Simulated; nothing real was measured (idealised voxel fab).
process module | voxel double patterning
cross-section cut | 295 nm wide | cells 5 nm
A cross-section is a grid of square cells, given in bands from the top down. A band is one or more rows of cells.
Each band's line starts with the height of the band's top and of its bottom, in nm. Then come its materials from left to right, each with its width in nm. One material with "throughout" fills the band from edge to edge. "air" is empty space.
Height 0 is the level under which the wafer as received is all one material. The lowest band goes on downwards, as in "0 down".
A width such as "30 to 40" changes by the same amount from each row of cells to the next, from the band's top row to its bottom row.
"no change" after a step means that no cell of the cross-section changed.
closed voids: empty space of 8 cells or more with no open way to the top, each as width x height at its distance from the left edge, in nm
after a step's settings: what the simulator itself notes on the step
overlay nm, on a step with a mask: how far to the right of its planned place the mask lay; to the left if negative
plan
1 op RECEIVE | material Si
2 op CONFORMAL_DEP | material SiN | thk nm 5
3 op DIRECTIONAL_DEP | material SiO2 | thk nm 15
4 op DIRECTIONAL_DEP | material SiCN | thk nm 10
5 op MASKED_ETCH | tone open | mask id FIRST | width nm 15 | pitch nm 50 | etch materials SiCN | depth nm 10 | overlay nm 0
6 op MASKED_ETCH | tone open | mask id SECOND | width nm 15 | etch materials SiCN | depth nm 10 | overlay nm 0
7 op DIRECTIONAL_ETCH | etch materials SiO2 | depth nm 15
8 op STRIP | etch materials SiCN
as received, after step 1
  0 down: Si throughout
  closed voids: none
first wafer at the end, as planned
  20 to 5: SiO2 115 | air 15 | SiO2 10 | air 15 | SiO2 10 | air 15 | SiO2 115
  5 to 0: SiN throughout
  0 down: Si throughout
  closed voids: none
second wafer at the end: like start, like plan, one mistake
  35 to 20: SiO2 115 | air 15 | SiO2 10 | air 15 | SiO2 10 | air 15 | SiO2 115
  20 to 5: SiO2 throughout
  5 to 0: SiN throughout
  0 down: Si throughout
  closed voids: none
what went wrong: step 3 was run twice
at the end the second wafer has, in cells: 177 more of SiO2
